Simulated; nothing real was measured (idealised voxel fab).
This is a process module. Its name is voxel plated lines.
Square cell edge 5 nm, section width 210 nm, ID cut.
Cross-section spec: square-cell grid; bands listed top down; each band is one or more rows. A band entry consists of two parts. The first gives the height of the band's top and the height of its bottom, in nm. The rest lists the band's materials from left to right, each with its width in nm. A single material labelled with the word "full width" fills the band from edge to edge, and the word "blank" marks empty space. Heights from 0 (as-received wafer is one material below). Bottom band endless downward, as "top 0, no bottom". Per-row width for "30 to 40": begins at first number (top row of band), ends at second number (bottom row), increment between rows held constant. A step reported as "all unchanged" is a step in which no cell of the cross-section changed. Basically, "Enclosed void inventory" tells you about the enclosed voids: empty spaces with no open way to the top, 8 cells or bigger, each written width x height at distance, where distance is from the left edge, all in nm. It should be noted that, on the line of a given step, the content following the step's settings is a remark produced by the simulator itself with respect to that step. overlay nm: for a step with a mask, the amount by which the mask lay right of where it was planned; a negative amount means left of it.
-- Set out below are the planned steps of the process
- 1: RECEIVE,material Si
- 2: CONFORMAL_DEP,material Al2O3,thk nm 10
- 3: DIRECTIONAL_DEP,material TiN,thk nm 5
- 4: PATTERN,tone open,mask id LINES,material resist,width nm 25,pitch nm 40,thk nm 40,overlay nm 0
- 5: EPI,material Ru,thk nm 10
- 6: EPI,material Ru,thk nm 10
- 7: EPI,material Ru,thk nm 10
- 8: STRIP,etch materials resist
- 9: DIRECTIONAL_ETCH,etch materials TiN,depth nm 5
- 10: CONFORMAL_DEP,material SiN,thk nm 10
-- Wafer at receipt (post step 1), cross-section
    top 0, no bottom | Si full width
    Enclosed void inventory: none
-- Cross-sectional result after module completion. Note: starting condition and plan are unchanged from above; one processing mistake was made
    top 45, bottom 35 | 60 nm blank / 85 nm SiN / 65 nm blank
    top 35, bottom 10 | 60 nm blank / 10 nm SiN / 25 nm Ru / 15 nm SiN / 25 nm Ru / 10 nm SiN / 65 nm blank
    top 10, bottom 5 | 70 nm SiN / 25 nm Ru / 15 nm SiN / 25 nm Ru / 75 nm SiN
    top 5, bottom 0 | 70 nm SiN / 25 nm TiN / 15 nm SiN / 25 nm TiN / 75 nm SiN
    top 0, no bottom | Si full width
    Enclosed void inventory: none
Processing error: plan step 2 was not performed, having been skipped
